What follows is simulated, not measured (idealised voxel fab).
Process module, titled voxel transistor to metal
FYI the section here is cut, 185 nm wide, cells are 5 nm squares.
If you're reading a cross-section in this doc, picture square cells in a grid; it comes to you as bands, top ones listed first down to the bottom, and a band can be one or more rows of cells.
Band entry format. Leading values: height of top, height of bottom, nm. Remainder: materials in left-to-right order, each with its width in nm. Special words: "everywhere" on a single material, which then fills the band edge to edge; "empty", empty space.
Height reference: 0 = level under which incoming wafer is all one material. Lowest band: no bottom, runs on downward, e.g. "0 and below".
With a width like "30->40", each row of cells in the band differs from the next by the same amount, the top row carrying the first number and the bottom row the second.
Given "nothing got changed" for a step, no cell of the cross-section differs between before and after that step.
In "Non-vented voids" the enclosed voids are listed, meaning empty spaces of 8 cells or larger without any opening to the top. The form is width x height at distance, distance from the left edge, units nm.
The remark found on a step's line after its settings is issued by the simulator itself and pertains to that step.
The "overlay nm" setting may appear on a step's line; for a step that uses a mask, it gives how far to the right of its planned position the mask lay, and a negative value indicates the left.
Note: before/after cross-section pairs follow, one process step per pair, after-side truncated at the lowest changed band, step and settings given beneath. Different runs of this module on the same starting wafer may supply the pairs; a pair continues the one above only where the "Pre-step condition" entry says so.

Pre-step condition
  25 down to 20 | empty 75 nm, SiN 5 nm, empty 25 nm, SiN 5 nm, empty 75 nm
  20 down to 5 | SiO2 75 nm, SiN 5 nm, empty 25 nm, SiN 5 nm, SiO2 75 nm
  5 down to 0 | SiO2 65 nm, pSi 10 nm, SiN 5 nm, empty 25 nm, SiN 5 nm, pSi 10 nm, SiO2 65 nm
  0 down to -5 | SiO2 65 nm, pSi 10 nm, empty 35 nm, pSi 10 nm, SiO2 65 nm
  -5 down to -15 | SiO2 45 nm, pSi 30 nm, Si 35 nm, pSi 30 nm, SiO2 45 nm
  -15 down to -35 | SiO2 45 nm, Si 95 nm, SiO2 45 nm
  -35 and below | Si everywhere
  Non-vented voids: none

Step Result
  30 down to 25 | empty 70 nm, TiN 15 nm, empty 15 nm, TiN 15 nm, empty 70 nm
  25 down to 20 | TiN 75 nm, SiN 5 nm, TiN 5 nm, empty 15 nm, TiN 5 nm, SiN 5 nm, TiN 75 nm
  20 down to 5 | SiO2 75 nm, SiN 5 nm, TiN 5 nm, empty 15 nm, TiN 5 nm, SiN 5 nm, SiO2 75 nm
  5 down to 0 | SiO2 65 nm, pSi 10 nm, SiN 5 nm, TiN 5 nm, empty 15 nm, TiN 5 nm, SiN 5 nm, pSi 10 nm, SiO2 65 nm
  0 down to -5 | SiO2 65 nm, pSi 10 nm, TiN 35 nm, pSi 10 nm, SiO2 65 nm
  Below -5, the layers are the same as they were.
  Non-vented voids: none
As a process note, the step between the before and after cross-sections shown above is CONFORMAL_DEP (material TiN; thk nm 5)

Pre-step condition: It is represented by the cross-section appearing after the step of the pair directly above.

Step Result
  35 down to 30 | W everywhere
  30 down to 25 | W 70 nm, TiN 15 nm, W 15 nm, TiN 15 nm, W 70 nm
  25 down to 20 | TiN 75 nm, SiN 5 nm, TiN 5 nm, W 15 nm, TiN 5 nm, SiN 5 nm, TiN 75 nm
  20 down to 5 | SiO2 75 nm, SiN 5 nm, TiN 5 nm, W 15 nm, TiN 5 nm, SiN 5 nm, SiO2 75 nm
  5 down to 0 | SiO2 65 nm, pSi 10 nm, SiN 5 nm, TiN 5 nm, W 15 nm, TiN 5 nm, SiN 5 nm, pSi 10 nm, SiO2 65 nm
  Below 0, the layers are the same as they were.
  Non-vented voids: none
As a process note, the step between the before and after cross-sections shown above is FILL_DEP (material W; thk nm 5)

Pre-step condition: It is represented by the cross-section appearing after the step of the pair directly above.

Step Result
  20 down to 5 | SiO2 75 nm, SiN 5 nm, TiN 5 nm, W 15 nm, TiN 5 nm, SiN 5 nm, SiO2 75 nm
  Below 5, the layers are the same as they were.
  Non-vented voids: none
As a process note, the step between the before and after cross-sections shown above is CMP (height nm 20)

Pre-step condition: It is represented by the cross-section appearing after the step of the pair directly above.

Step Result
  30 down to 20 | SiO2 everywhere
  Below 20, the layers are the same as they were.
  Non-vented voids: none
As a process note, the step between the before and after cross-sections shown above is DIRECTIONAL_DEP (material SiO2; thk nm 10)

Pre-step condition: It is represented by the cross-section appearing after the step of the pair directly above.

Step Result
  45 down to 30 | resist 50 nm, empty 15 nm, resist 55 nm, empty 15 nm, resist 50 nm
  Below 30, the layers are the same as they were.
  Non-vented voids: none
As a process note, the step between the before and after cross-sections shown above is PATTERN (tone open; mask id CONTACT; material resist; width nm 15; pitch nm 70; thk nm 15; overlay nm 0)

Pre-step condition: It is represented by the cross-section appearing after the step of the pair directly above.

Step Result
  45 down to 30 | resist 50 nm, empty 15 nm, resist 55 nm, empty 15 nm, resist 50 nm
  30 down to 20 | SiO2 50 nm, empty 15 nm, SiO2 55 nm, empty 15 nm, SiO2 50 nm
  20 down to 5 | SiO2 50 nm, empty 15 nm, SiO2 10 nm, SiN 5 nm, TiN 5 nm, W 15 nm, TiN 5 nm, SiN 5 nm, SiO2 10 nm, empty 15 nm, SiO2 50 nm
  5 down to 0 | SiO2 50 nm, empty 15 nm, pSi 10 nm, SiN 5 nm, TiN 5 nm, W 15 nm, TiN 5 nm, SiN 5 nm, pSi 10 nm, empty 15 nm, SiO2 50 nm
  0 down to -5 | SiO2 50 nm, empty 15 nm, pSi 10 nm, TiN 35 nm, pSi 10 nm, empty 15 nm, SiO2 50 nm
  Below -5, the layers are the same as they were.
  Non-vented voids: none
As a process note, the step between the before and after cross-sections shown above is DIRECTIONAL_ETCH (etch materials SiO2; depth nm 35)

Pre-step condition: It is represented by the cross-section appearing after the step of the pair directly above.

Step Result
  30 down to 20 | SiO2 50 nm, empty 15 nm, SiO2 55 nm, empty 15 nm, SiO2 50 nm
  Below 20, the layers are the same as they were.
  Non-vented voids: none
As a process note, the step between the before and after cross-sections shown above is STRIP (etch materials resist)

Pre-step condition: It is represented by the cross-section appearing after the step of the pair directly above.

Step Result
  35 down to 30 | TiN 55 nm, empty 5 nm, TiN 65 nm, empty 5 nm, TiN 55 nm
  30 down to 20 | SiO2 50 nm, TiN 5 nm, empty 5 nm, TiN 5 nm, SiO2 55 nm, TiN 5 nm, empty 5 nm, TiN 5 nm, SiO2 50 nm
  20 down to 5 | SiO2 50 nm, TiN 5 nm, empty 5 nm, TiN 5 nm, SiO2 10 nm, SiN 5 nm, TiN 5 nm, W 15 nm, TiN 5 nm, SiN 5 nm, SiO2 10 nm, TiN 5 nm, empty 5 nm, TiN 5 nm, SiO2 50 nm
  5 down to 0 | SiO2 50 nm, TiN 5 nm, empty 5 nm, TiN 5 nm, pSi 10 nm, SiN 5 nm, TiN 5 nm, W 15 nm, TiN 5 nm, SiN 5 nm, pSi 10 nm, TiN 5 nm, empty 5 nm, TiN 5 nm, SiO2 50 nm
  0 down to -5 | SiO2 50 nm, TiN 15 nm, pSi 10 nm, TiN 35 nm, pSi 10 nm, TiN 15 nm, SiO2 50 nm
  Below -5, the layers are the same as they were.
  Non-vented voids: none
As a process note, the step between the before and after cross-sections shown above is CONFORMAL_DEP (material TiN; thk nm 5)

Pre-step condition: It is represented by the cross-section appearing after the step of the pair directly above.

Step Result
  40 down to 35 | Ru everywhere
  35 down to 30 | TiN 55 nm, Ru 5 nm, TiN 65 nm, Ru 5 nm, TiN 55 nm
  30 down to 20 | SiO2 50 nm, TiN 5 nm, Ru 5 nm, TiN 5 nm, SiO2 55 nm, TiN 5 nm, Ru 5 nm, TiN 5 nm, SiO2 50 nm
  20 down to 5 | SiO2 50 nm, TiN 5 nm, Ru 5 nm, TiN 5 nm, SiO2 10 nm, SiN 5 nm, TiN 5 nm, W 15 nm, TiN 5 nm, SiN 5 nm, SiO2 10 nm, TiN 5 nm, Ru 5 nm, TiN 5 nm, SiO2 50 nm
  5 down to 0 | SiO2 50 nm, TiN 5 nm, Ru 5 nm, TiN 5 nm, pSi 10 nm, SiN 5 nm, TiN 5 nm, W 15 nm, TiN 5 nm, SiN 5 nm, pSi 10 nm, TiN 5 nm, Ru 5 nm, TiN 5 nm, SiO2 50 nm
  Below 0, the layers are the same as they were.
  Non-vented voids: none
As a process note, the step between the before and after cross-sections shown above is FILL_DEP (material Ru; thk nm 5)

Pre-step condition: It is represented by the cross-section appearing after the step of the pair directly above.

Step Result
  30 down to 20 | SiO2 50 nm, TiN 5 nm, Ru 5 nm, TiN 5 nm, SiO2 55 nm, TiN 5 nm, Ru 5 nm, TiN 5 nm, SiO2 50 nm
  Below 20, the layers are the same as they were.
  Non-vented voids: none
As a process note, the step between the before and after cross-sections shown above is CMP (height nm 30)

Pre-step condition: It is represented by the cross-section appearing after the step of the pair directly above.

Step Result
  35 down to 30 | SiN everywhere
  Below 30, the layers are the same as they were.
  Non-vented voids: none
As a process note, the step between the before and after cross-sections shown above is CONFORMAL_DEP (material SiN; thk nm 5)

Pre-step condition: It is represented by the cross-section appearing after the step of the pair directly above.

Step Result
  50 down to 35 | SiO2 everywhere
  Below 35, the layers are the same as they were.
  Non-vented voids: none
As a process note, the step between the before and after cross-sections shown above is DIRECTIONAL_DEP (material SiO2; thk nm 15)

Pre-step condition: It is represented by the cross-section appearing after the step of the pair directly above.

Step Result
  70 down to 50 | resist 50 nm, empty 15 nm, resist 55 nm, empty 15 nm, resist 50 nm
  Below 50, the layers are the same as they were.
  Non-vented voids: none
As a process note, the step between the before and after cross-sections shown above is PATTERN (tone open; mask id METAL_1; material resist; width nm 15; pitch nm 70; thk nm 20; overlay nm 0)

Pre-step condition: It is represented by the cross-section appearing after the step of the pair directly above.

Step Result
  70 down to 50 | resist 50 nm, empty 15 nm, resist 55 nm, empty 15 nm, resist 50 nm
  50 down to 35 | SiO2 50 nm, empty 15 nm, SiO2 55 nm, empty 15 nm, SiO2 50 nm
  Below 35, the layers are the same as they were.
  Non-vented voids: none
As a process note, the step between the before and after cross-sections shown above is DIRECTIONAL_ETCH (etch materials SiO2; depth nm 15)

Pre-step condition: It is represented by the cross-section appearing after the step of the pair directly above.

Step Result
  70 down to 50 | resist 50 nm, empty 15 nm, resist 55 nm, empty 15 nm, resist 50 nm
  50 down to 35 | SiO2 50 nm, empty 15 nm, SiO2 55 nm, empty 15 nm, SiO2 50 nm
  35 down to 30 | SiN 50 nm, empty 15 nm, SiN 55 nm, empty 15 nm, SiN 50 nm
  Below 30, the layers are the same as they were.
  Non-vented voids: none
As a process note, the step between the before and after cross-sections shown above is DIRECTIONAL_ETCH (etch materials SiN; depth nm 5)

Pre-step condition: It is represented by the cross-section appearing after the step of the pair directly above.

Step Result
  50 down to 35 | SiO2 50 nm, empty 15 nm, SiO2 55 nm, empty 15 nm, SiO2 50 nm
  Below 35, the layers are the same as they were.
  Non-vented voids: none
As a process note, the step between the before and after cross-sections shown above is STRIP (etch materials resist)

Pre-step condition: It is represented by the cross-section appearing after the step of the pair directly above.

Step Result
  55 down to 50 | TiN 55 nm, empty 5 nm, TiN 65 nm, empty 5 nm, TiN 55 nm
  50 down to 35 | SiO2 50 nm, TiN 5 nm, empty 5 nm, TiN 5 nm, SiO2 55 nm, TiN 5 nm, empty 5 nm, TiN 5 nm, SiO2 50 nm
  35 down to 30 | SiN 50 nm, TiN 15 nm, SiN 55 nm, TiN 15 nm, SiN 50 nm
  Below 30, the layers are the same as they were.
  Non-vented voids: none
As a process note, the step between the before and after cross-sections shown above is CONFORMAL_DEP (material TiN; thk nm 5)

Pre-step condition: It is represented by the cross-section appearing after the step of the pair directly above.

Step Result
  60 down to 55 | Cu everywhere
  55 down to 50 | TiN 55 nm, Cu 5 nm, TiN 65 nm, Cu 5 nm, TiN 55 nm
  50 down to 35 | SiO2 50 nm, TiN 5 nm, Cu 5 nm, TiN 5 nm, SiO2 55 nm, TiN 5 nm, Cu 5 nm, TiN 5 nm, SiO2 50 nm
  Below 35, the layers are the same as they were.
  Non-vented voids: none
As a process note, the step between the before and after cross-sections shown above is FILL_DEP (material Cu; thk nm 5)

Pre-step condition: It is represented by the cross-section appearing after the step of the pair directly above.

Step Result
  50 down to 35 | SiO2 50 nm, TiN 5 nm, Cu 5 nm, TiN 5 nm, SiO2 55 nm, TiN 5 nm, Cu 5 nm, TiN 5 nm, SiO2 50 nm
  Below 35, the layers are the same as they were.
  Non-vented voids: none
As a process note, the step between the before and after cross-sections shown above is CMP (height nm 50)

Pre-step condition: It is represented by the cross-section appearing after the step of the pair directly above.

Step Result
  55 down to 50 | empty 45 nm, Ru 25 nm, empty 45 nm, Ru 25 nm, empty 45 nm
  Below 50, the layers are the same as they were.
  Non-vented voids: none
As a process note, the step between the before and after cross-sections shown above is EPI (material Ru; thk nm 5)

Pre-step condition: It is represented by the cross-section appearing after the step of the pair directly above.

Step Result
  60 down to 55 | SiCN everywhere
  55 down to 50 | SiCN 45 nm, Ru 25 nm, SiCN 45 nm, Ru 25 nm, SiCN 45 nm
  Below 50, the layers are the same as they were.
  Non-vented voids: none
As a process note, the step between the before and after cross-sections shown above is FILL_DEP (material SiCN; thk nm 5)

Pre-step condition: It is represented by the cross-section appearing after the step of the pair directly above.

Step Result
  90 down to 60 | lowk everywhere
  Below 60, the layers are the same as they were.
  Non-vented voids: none
As a process note, the step between the before and after cross-sections shown above is DIRECTIONAL_DEP (material lowk; thk nm 30)

Pre-step condition: It is represented by the cross-section appearing after the step of the pair directly above.

Step Result
  90 down to 70 | lowk 50 nm, empty 15 nm, lowk 55 nm, empty 15 nm, lowk 50 nm
  Below 70, the layers are the same as they were.
  Non-vented voids: none
As a process note, the step between the before and after cross-sections shown above is MASKED_ETCH (tone open; mask id METAL_2; width nm 15; pitch nm 70; etch materials lowk; depth nm 20; overlay nm 0)

Pre-step condition: It is represented by the cross-section appearing after the step of the pair directly above.

Step Result
  90 down to 60 | lowk 50 nm, empty 15 nm, lowk 55 nm, empty 15 nm, lowk 50 nm
  Below 60, the layers are the same as they were.
  Non-vented voids: none
As a process note, the step between the before and after cross-sections shown above is MASKED_ETCH (tone open; mask id METAL_2_HOLES; width nm 15; pitch nm 70; etch materials lowk; depth nm 10; overlay nm 0)

Pre-step condition: It is represented by the cross-section appearing after the step of the pair directly above.

Step Result
  90 down to 60 | lowk 50 nm, empty 15 nm, lowk 55 nm, empty 15 nm, lowk 50 nm
  60 down to 55 | SiCN 50 nm, empty 15 nm, SiCN 55 nm, empty 15 nm, SiCN 50 nm
  Below 55, the layers are the same as they were.
  Non-vented voids: none
As a process note, the step between the before and after cross-sections shown above is MASKED_ETCH (tone open; mask id METAL_2_HOLES; width nm 15; pitch nm 70; etch materials SiCN; depth nm 5; overlay nm 0)

Pre-step condition: It is represented by the cross-section appearing after the step of the pair directly above.

Step Result
  95 down to 90 | TiN 55 nm, empty 5 nm, TiN 65 nm, empty 5 nm, TiN 55 nm
  90 down to 60 | lowk 50 nm, TiN 5 nm, empty 5 nm, TiN 5 nm, lowk 55 nm, TiN 5 nm, empty 5 nm, TiN 5 nm, lowk 50 nm
  60 down to 55 | SiCN 50 nm, TiN 15 nm, SiCN 55 nm, TiN 15 nm, SiCN 50 nm
  Below 55, the layers are the same as they were.
  Non-vented voids: none
As a process note, the step between the before and after cross-sections shown above is CONFORMAL_DEP (material TiN; thk nm 5)

Pre-step condition: It is represented by the cross-section appearing after the step of the pair directly above.

Step Result
  100 down to 95 | Cu everywhere
  95 down to 90 | TiN 55 nm, Cu 5 nm, TiN 65 nm, Cu 5 nm, TiN 55 nm
  90 down to 60 | lowk 50 nm, TiN 5 nm, Cu 5 nm, TiN 5 nm, lowk 55 nm, TiN 5 nm, Cu 5 nm, TiN 5 nm, lowk 50 nm
  Below 60, the layers are the same as they were.
  Non-vented voids: none
As a process note, the step between the before and after cross-sections shown above is FILL_DEP (material Cu; thk nm 5)

Pre-step condition: It is represented by the cross-section appearing after the step of the pair directly above.

Step Result
  90 down to 60 | lowk 50 nm, TiN 5 nm, Cu 5 nm, TiN 5 nm, lowk 55 nm, TiN 5 nm, Cu 5 nm, TiN 5 nm, lowk 50 nm
  Below 60, the layers are the same as they were.
  Non-vented voids: none
As a process note, the step between the before and after cross-sections shown above is CMP (height nm 90)

Pre-step condition: It is represented by the cross-section appearing after the step of the pair directly above.

Step Result
  95 down to 90 | SiN everywhere
  Below 90, the layers are the same as they were.
  Non-vented voids: none
As a process note, the step between the before and after cross-sections shown above is CONFORMAL_DEP (material SiN; thk nm 5)

Pre-step condition
  35 down to 15 | empty 45 nm, resist 95 nm, empty 45 nm
  15 down to 5 | empty 45 nm, SiN 95 nm, empty 45 nm
  5 down to 0 | empty 45 nm, SiO2 95 nm, empty 45 nm
  0 down to -35 | empty 45 nm, Si 95 nm, empty 45 nm
  -35 and below | Si everywhere
  Non-vented voids: none

Step Result
  35 down to 15 | empty 45 nm, resist 95 nm, empty 45 nm
  15 down to 5 | empty 45 nm, SiN 95 nm, empty 45 nm
  5 down to 0 | empty 45 nm, SiO2 95 nm, empty 45 nm
  0 down to -70 | empty 45 nm, Si 95 nm, empty 45 nm
  Below -70, the layers are the same as they were.
  Non-vented voids: none
As a process note, the step between the before and after cross-sections shown above is DIRECTIONAL_ETCH (etch materials Si; depth nm 35)

Pre-step condition: It is represented by the cross-section appearing after the step of the pair directly above.

Step Result
  15 down to 5 | empty 45 nm, SiN 95 nm, empty 45 nm
  Below 5, the layers are the same as they were.
  Non-vented voids: none
As a process note, the step between the before and after cross-sections shown above is STRIP (etch materials resist)

Pre-step condition: It is represented by the cross-section appearing after the step of the pair directly above.

Step Result
  20 down to 15 | SiO2 everywhere
  15 down to 5 | SiO2 45 nm, SiN 95 nm, SiO2 45 nm
  5 down to 0 | SiO2 everywhere
  0 down to -70 | SiO2 45 nm, Si 95 nm, SiO2 45 nm
  Below -70, the layers are the same as they were.
  Non-vented voids: none
As a process note, the step between the before and after cross-sections shown above is FILL_DEP (material SiO2; thk nm 5)

Pre-step condition: It is represented by the cross-section appearing after the step of the pair directly above.

Step Result
  15 down to 5 | SiO2 45 nm, SiN 95 nm, SiO2 45 nm
  Below 5, the layers are the same as they were.
  Non-vented voids: none
As a process note, the step between the before and after cross-sections shown above is CMP (height nm 15)

Pre-step condition: It is represented by the cross-section appearing after the step of the pair directly above.

Step Result
  15 down to 5 | empty 45 nm, SiN 95 nm, empty 45 nm
  Below 5, the layers are the same as they were.
  Non-vented voids: none
As a process note, the step between the before and after cross-sections shown above is SELECTIVE_ETCH (etch materials SiO2; depth nm 10)

Pre-step condition: It is represented by the cross-section appearing after the step of the pair directly above.

Step Result
  5 down to 0 | SiO2 everywhere
  Below 0, the layers are the same as they were.
  Non-vented voids: none
As a process note, the step between the before and after cross-sections shown above is STRIP (etch materials SiN)

Pre-step condition: It is represented by the cross-section appearing after the step of the pair directly above.

Step Result
  0 down to -70 | SiO2 45 nm, Si 95 nm, SiO2 45 nm
  Below -70, the layers are the same as they were.
  Non-vented voids: none
As a process note, the step between the before and after cross-sections shown above is SELECTIVE_ETCH (etch materials SiO2; depth nm 5)

Pre-step condition: It is represented by the cross-section appearing after the step of the pair directly above.

Step Result
  0 down to -5 | SiO2 everywhere
  Below -5, the layers are the same as they were.
  Non-vented voids: none
As a process note, the step between the before and after cross-sections shown above is OXIDIZE (depth nm 5)

Pre-step condition: It is represented by the cross-section appearing after the step of the pair directly above.

Step Result
  25 down to 0 | polySi everywhere
  Below 0, the layers are the same as they were.
  Non-vented voids: none
As a process note, the step between the before and after cross-sections shown above is DIRECTIONAL_DEP (material polySi; thk nm 25)

Pre-step condition: It is represented by the cross-section appearing after the step of the pair directly above.

Step Result
  35 down to 25 | SiCN everywhere
  Below 25, the layers are the same as they were.
  Non-vented voids: none
As a process note, the step between the before and after cross-sections shown above is DIRECTIONAL_DEP (material SiCN; thk nm 10)

Pre-step condition: It is represented by the cross-section appearing after the step of the pair directly above.

Step Result
  45 down to 35 | aC everywhere
  Below 35, the layers are the same as they were.
  Non-vented voids: none
As a process note, the step between the before and after cross-sections shown above is DIRECTIONAL_DEP (material aC; thk nm 10)

Pre-step condition: It is represented by the cross-section appearing after the step of the pair directly above.

Step Result
  75 down to 45 | empty 80 nm, resist 25 nm, empty 80 nm
  Below 45, the layers are the same as they were.
  Non-vented voids: none
As a process note, the step between the before and after cross-sections shown above is PATTERN (tone cover; mask id GATE; material resist; width nm 25; thk nm 30; overlay nm 0)

Pre-step condition: It is represented by the cross-section appearing after the step of the pair directly above.

Step Result
  65 down to 45 | empty 80 nm, resist 25 nm, empty 80 nm
  45 down to 35 | empty 80 nm, aC 25 nm, empty 80 nm
  Below 35, the layers are the same as they were.
  Non-vented voids: none
As a process note, the step between the before and after cross-sections shown above is DIRECTIONAL_ETCH (etch materials aC; depth nm 10)

Pre-step condition: It is represented by the cross-section appearing after the step of the pair directly above.

Step Result
  45 down to 35 | empty 80 nm, aC 25 nm, empty 80 nm
  Below 35, the layers are the same as they were.
  Non-vented voids: none
As a process note, the step between the before and after cross-sections shown above is STRIP (etch materials resist)

Pre-step condition: It is represented by the cross-section appearing after the step of the pair directly above.

Step Result
  45 down to 35 | empty 80 nm, aC 25 nm, empty 80 nm
  35 down to 25 | empty 80 nm, SiCN 25 nm, empty 80 nm
  Below 25, the layers are the same as they were.
  Non-vented voids: none
As a process note, the step between the before and after cross-sections shown above is DIRECTIONAL_ETCH (etch materials SiCN; depth nm 20)

Pre-step condition: It is represented by the cross-section appearing after the step of the pair directly above.

Step Result
  45 down to 35 | empty 80 nm, aC 25 nm, empty 80 nm
  35 down to 25 | empty 80 nm, SiCN 25 nm, empty 80 nm
  25 down to 0 | empty 80 nm, polySi 25 nm, empty 80 nm
  Below 0, the layers are the same as they were.
  Non-vented voids: none
As a process note, the step between the before and after cross-sections shown above is DIRECTIONAL_ETCH (etch materials polySi; depth nm 35)

Pre-step condition: It is represented by the cross-section appearing after the step of the pair directly above.

Step Result
  35 down to 25 | empty 80 nm, SiCN 25 nm, empty 80 nm
  Below 25, the layers are the same as they were.
  Non-vented voids: none
As a process note, the step between the before and after cross-sections shown above is STRIP (etch materials aC)

Pre-step condition: It is represented by the cross-section appearing after the step of the pair directly above.

Step Result
  40 down to 35 | empty 75 nm, SiN 35 nm, empty 75 nm
  35 down to 25 | empty 75 nm, SiN 5 nm, SiCN 25 nm, SiN 5 nm, empty 75 nm
  25 down to 5 | empty 75 nm, SiN 5 nm, polySi 25 nm, SiN 5 nm, empty 75 nm
  5 down to 0 | SiN 80 nm, polySi 25 nm, SiN 80 nm
  Below 0, the layers are the same as they were.
  Non-vented voids: none
As a process note, the step between the before and after cross-sections shown above is CONFORMAL_DEP (material SiN; thk nm 5)

Pre-step condition: It is represented by the cross-section appearing after the step of the pair directly above.

Step Result
  35 down to 25 | empty 75 nm, SiN 5 nm, SiCN 25 nm, SiN 5 nm, empty 75 nm
  25 down to 0 | empty 75 nm, SiN 5 nm, polySi 25 nm, SiN 5 nm, empty 75 nm
  Below 0, the layers are the same as they were.
  Non-vented voids: none
As a process note, the step between the before and after cross-sections shown above is DIRECTIONAL_ETCH (etch materials SiN; depth nm 5)

Pre-step condition: It is represented by the cross-section appearing after the step of the pair directly above.

Step Result
  35 down to 25 | empty 75 nm, SiN 5 nm, SiCN 25 nm, SiN 5 nm, empty 75 nm
  25 down to 0 | empty 75 nm, SiN 5 nm, polySi 25 nm, SiN 5 nm, empty 75 nm
  0 down to -5 | empty 75 nm, SiO2 35 nm, empty 75 nm
  Below -5, the layers are the same as they were.
  Non-vented voids: none
As a process note, the step between the before and after cross-sections shown above is DIRECTIONAL_ETCH (etch materials SiO2; depth nm 5)

Pre-step condition: It is represented by the cross-section appearing after the step of the pair directly above.

Step Result
  35 down to 25 | empty 75 nm, SiN 5 nm, SiCN 25 nm, SiN 5 nm, empty 75 nm
  25 down to 0 | empty 75 nm, SiN 5 nm, polySi 25 nm, SiN 5 nm, empty 75 nm
  0 down to -5 | empty 75 nm, SiO2 35 nm, empty 75 nm
  -5 down to -15 | SiO2 45 nm, empty 30 nm, Si 35 nm, empty 30 nm, SiO2 45 nm
  Below -15, the layers are the same as they were.
  Non-vented voids: none
As a process note, the step between the before and after cross-sections shown above is DIRECTIONAL_ETCH (etch materials Si; depth nm 10)

Pre-step condition: It is represented by the cross-section appearing after the step of the pair directly above.

Step Result
  35 down to 25 | empty 75 nm, SiN 5 nm, SiCN 25 nm, SiN 5 nm, empty 75 nm
  25 down to 5 | empty 75 nm, SiN 5 nm, polySi 25 nm, SiN 5 nm, empty 75 nm
  5 down to 0 | empty 65 nm, pSi 10 nm, SiN 5 nm, polySi 25 nm, SiN 5 nm, pSi 10 nm, empty 65 nm
  0 down to -5 | empty 65 nm, pSi 10 nm, SiO2 35 nm, pSi 10 nm, empty 65 nm
  -5 down to -15 | SiO2 45 nm, pSi 30 nm, Si 35 nm, pSi 30 nm, SiO2 45 nm
  Below -15, the layers are the same as they were.
  Non-vented voids: none
As a process note, the step between the before and after cross-sections shown above is EPI (material pSi; thk nm 10)

Pre-step condition: It is represented by the cross-section appearing after the step of the pair directly above.

Step Result
  45 down to 35 | SiO2 everywhere
  35 down to 25 | SiO2 75 nm, SiN 5 nm, SiCN 25 nm, SiN 5 nm, SiO2 75 nm
  25 down to 5 | SiO2 75 nm, SiN 5 nm, polySi 25 nm, SiN 5 nm, SiO2 75 nm
  5 down to 0 | SiO2 65 nm, pSi 10 nm, SiN 5 nm, polySi 25 nm, SiN 5 nm, pSi 10 nm, SiO2 65 nm
  0 down to -5 | SiO2 65 nm, pSi 10 nm, SiO2 35 nm, pSi 10 nm, SiO2 65 nm
  Below -5, the layers are the same as they were.
  Non-vented voids: none
As a process note, the step between the before and after cross-sections shown above is FILL_DEP (material SiO2; thk nm 10)

Pre-step condition: It is represented by the cross-section appearing after the step of the pair directly above.

Step Result
  25 down to 5 | SiO2 75 nm, SiN 5 nm, polySi 25 nm, SiN 5 nm, SiO2 75 nm
  Below 5, the layers are the same as they were.
  Non-vented voids: none
As a process note, the step between the before and after cross-sections shown above is CMP (height nm 25)

Pre-step condition: It is represented by the cross-section appearing after the step of the pair directly above.

Step Result
  25 down to 5 | SiO2 75 nm, SiN 5 nm, empty 25 nm, SiN 5 nm, SiO2 75 nm
  5 down to 0 | SiO2 65 nm, pSi 10 nm, SiN 5 nm, empty 25 nm, SiN 5 nm, pSi 10 nm, SiO2 65 nm
  Below 0, the layers are the same as they were.
  Non-vented voids: none
As a process note, the step between the before and after cross-sections shown above is STRIP (etch materials polySi)

Pre-step condition: It is represented by the cross-section appearing after the step of the pair directly above.

Step Result
  25 down to 20 | empty 75 nm, SiN 5 nm, empty 25 nm, SiN 5 nm, empty 75 nm
  20 down to 5 | SiO2 75 nm, SiN 5 nm, empty 25 nm, SiN 5 nm, SiO2 75 nm
  5 down to 0 | SiO2 65 nm, pSi 10 nm, SiN 5 nm, empty 25 nm, SiN 5 nm, pSi 10 nm, SiO2 65 nm
  0 down to -5 | SiO2 65 nm, pSi 10 nm, empty 35 nm, pSi 10 nm, SiO2 65 nm
  Below -5, the layers are the same as they were.
  Non-vented voids: none
As a process note, the step between the before and after cross-sections shown above is SELECTIVE_ETCH (etch materials SiO2; depth nm 5)

Pre-step condition: It is represented by the cross-section appearing after the step of the pair directly above.

Step Result
  30 down to 25 | empty 70 nm, HfO2 15 nm, empty 15 nm, HfO2 15 nm, empty 70 nm
  25 down to 20 | HfO2 75 nm, SiN 5 nm, HfO2 5 nm, empty 15 nm, HfO2 5 nm, SiN 5 nm, HfO2 75 nm
  20 down to 5 | SiO2 75 nm, SiN 5 nm, HfO2 5 nm, empty 15 nm, HfO2 5 nm, SiN 5 nm, SiO2 75 nm
  5 down to 0 | SiO2 65 nm, pSi 10 nm, SiN 5 nm, HfO2 5 nm, empty 15 nm, HfO2 5 nm, SiN 5 nm, pSi 10 nm, SiO2 65 nm
  0 down to -5 | SiO2 65 nm, pSi 10 nm, HfO2 35 nm, pSi 10 nm, SiO2 65 nm
  Below -5, the layers are the same as they were.
  Non-vented voids: none
As a process note, the step between the before and after cross-sections shown above is CONFORMAL_DEP (material HfO2; thk nm 5)

Pre-step condition: It is represented by the cross-section appearing after the step of the pair directly above.

Step Result
  35 down to 30 | empty 65 nm, TiN 25 nm, empty 5 nm, TiN 25 nm, empty 65 nm
  30 down to 25 | TiN 70 nm, HfO2 15 nm, TiN 5 nm, empty 5 nm, TiN 5 nm, HfO2 15 nm, TiN 70 nm
  25 down to 20 | HfO2 75 nm, SiN 5 nm, HfO2 5 nm, TiN 5 nm, empty 5 nm, TiN 5 nm, HfO2 5 nm, SiN 5 nm, HfO2 75 nm
  20 down to 5 | SiO2 75 nm, SiN 5 nm, HfO2 5 nm, TiN 5 nm, empty 5 nm, TiN 5 nm, HfO2 5 nm, SiN 5 nm, SiO2 75 nm
  5 down to 0 | SiO2 65 nm, pSi 10 nm, SiN 5 nm, HfO2 5 nm, TiN 15 nm, HfO2 5 nm, SiN 5 nm, pSi 10 nm, SiO2 65 nm
  Below 0, the layers are the same as they were.
  Non-vented voids: none
As a process note, the step between the before and after cross-sections shown above is CONFORMAL_DEP (material TiN; thk nm 5)

Pre-step condition: It is represented by the cross-section appearing after the step of the pair directly above.

Step Result
  40 down to 35 | W everywhere
  35 down to 30 | W 65 nm, TiN 25 nm, W 5 nm, TiN 25 nm, W 65 nm
  30 down to 25 | TiN 70 nm, HfO2 15 nm, TiN 5 nm, W 5 nm, TiN 5 nm, HfO2 15 nm, TiN 70 nm
  25 down to 20 | HfO2 75 nm, SiN 5 nm, HfO2 5 nm, TiN 5 nm, W 5 nm, TiN 5 nm, HfO2 5 nm, SiN 5 nm, HfO2 75 nm
  20 down to 5 | SiO2 75 nm, SiN 5 nm, HfO2 5 nm, TiN 5 nm, W 5 nm, TiN 5 nm, HfO2 5 nm, SiN 5 nm, SiO2 75 nm
  Below 5, the layers are the same as they were.
  Non-vented voids: none
As a process note, the step between the before and after cross-sections shown above is FILL_DEP (material W; thk nm 5)

Pre-step condition: It is represented by the cross-section appearing after the step of the pair directly above.

Step Result
  20 down to 5 | SiO2 75 nm, SiN 5 nm, HfO2 5 nm, TiN 5 nm, W 5 nm, TiN 5 nm, HfO2 5 nm, SiN 5 nm, SiO2 75 nm
  Below 5, the layers are the same as they were.
  Non-vented voids: none
As a process note, the step between the before and after cross-sections shown above is CMP (height nm 20)
